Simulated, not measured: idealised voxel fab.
process module | voxel capacitor over wiring
cross-section cut | 140 nm wide | cells 5 nm
A cross-section is a grid of square cells, given in bands from the top down. A band is one or more rows of cells.
Each band's line starts with the height of the band's top and of its bottom, in nm. Then come its materials from left to right, each with its width in nm. One material with "throughout" fills the band from edge to edge. "air" is empty space.
Height 0 is the level under which the wafer as received is all one material. The lowest band goes on downwards, as in "0 down".
A width such as "30 to 40" changes by the same amount from each row of cells to the next, from the band's top row to its bottom row.
"no change" after a step means that no cell of the cross-section changed.
closed voids: empty space of 8 cells or more with no open way to the top, each as width x height at its distance from the left edge, in nm
after a step's settings: what the simulator itself notes on the step
overlay nm, on a step with a mask: how far to the right of its planned place the mask lay; to the left if negative
plan
1 op RECEIVE | material Si
2 op CONFORMAL_DEP | material SiO2 | thk nm 10
3 op CONFORMAL_DEP | material SiN | thk nm 5
4 op DIRECTIONAL_DEP | material lowk | thk nm 20
5 op MASKED_ETCH | tone open | mask id METAL_1 | width nm 20 | pitch nm 85 | etch materials lowk | depth nm 20 | overlay nm 0
6 op MASKED_ETCH | tone open | mask id METAL_1 | width nm 20 | pitch nm 85 | etch materials SiN | depth nm 5 | overlay nm 0
7 op CONFORMAL_DEP | material TiN | thk nm 5
8 op FILL_DEP | material Ru | thk nm 10
9 op CMP | height nm 35
10 op CONFORMAL_DEP | material SiCN | thk nm 5
11 op DIRECTIONAL_DEP | material SiO2 | thk nm 10
12 op MASKED_ETCH | tone open | mask id PLUG_1 | width nm 15 | etch materials SiO2 | depth nm 10 | overlay nm 0
13 op MASKED_ETCH | tone open | mask id PLUG_1 | width nm 15 | etch materials SiCN | depth nm 5 | overlay nm 0
14 op EPI | material Ru | thk nm 10
15 op EPI | material Ru | thk nm 5
16 op DIRECTIONAL_DEP | material TiN | thk nm 5
17 op DIRECTIONAL_DEP | material SiN | thk nm 5
18 op DIRECTIONAL_DEP | material TiN | thk nm 10
19 op DIRECTIONAL_DEP | material aC | thk nm 10
20 op PATTERN | tone cover | mask id UPPER_PLATE | material resist | width nm 70 | thk nm 30 | overlay nm 0
21 op DIRECTIONAL_ETCH | etch materials aC | depth nm 10
22 op STRIP | etch materials resist
23 op DIRECTIONAL_ETCH | etch materials TiN | depth nm 10
24 op DIRECTIONAL_ETCH | etch materials SiN | depth nm 5
25 op STRIP | etch materials aC
26 op DIRECTIONAL_DEP | material aC | thk nm 15
27 op PATTERN | tone cover | mask id LOWER_PLATE | material resist | width nm 80 | thk nm 35 | overlay nm 0
28 op DIRECTIONAL_ETCH | etch materials aC | depth nm 15
29 op STRIP | etch materials resist
30 op DIRECTIONAL_ETCH | etch materials TiN | depth nm 5
31 op STRIP | etch materials aC
32 op FILL_DEP | material SiO2 | thk nm 15
33 op CMP | height nm 80
34 op PATTERN | tone open | mask id PLUG_2 | material resist | width nm 15 | thk nm 15 | overlay nm 0
35 op DIRECTIONAL_ETCH | etch materials SiO2 | depth nm 10
36 op STRIP | etch materials resist
37 op CONFORMAL_DEP | material TiN | thk nm 5
38 op FILL_DEP | material Cu | thk nm 10
39 op CMP | height nm 80
40 op CONFORMAL_DEP | material SiN | thk nm 5
as received, after step 1
  0 down: Si throughout
  closed voids: none
a wafer at the end: this start, this plan, one mistake
  85 to 80: SiN throughout
  80 to 75: SiO2 30 | TiN 5 | Cu 5 | TiN 5 | SiO2 95
  75 to 70: SiO2 30 | TiN 15 | SiO2 95
  70 to 60: SiO2 20 | TiN 70 | SiO2 50
  60 to 55: SiO2 20 | SiN 70 | SiO2 50
  55 to 50: SiO2 15 | TiN 80 | SiO2 45
  50 to 40: SiO2 15 | Ru 25 | SiO2 100
  40 to 35: SiCN 20 | Ru 15 | SiCN 105
  35 to 15: lowk 15 | TiN 5 | Ru 10 | TiN 5 | lowk 65 | TiN 5 | Ru 10 | TiN 5 | lowk 20
  15 to 10: SiN 15 | TiN 20 | SiN 65 | TiN 20 | SiN 20
  10 to 0: SiO2 throughout
  0 down: Si throughout
  closed voids: none
what went wrong: step 12 ran as: op MASKED_ETCH | tone open | mask id PLUG_1 | width nm 25 | etch materials SiO2 | depth nm 10 | overlay nm 0
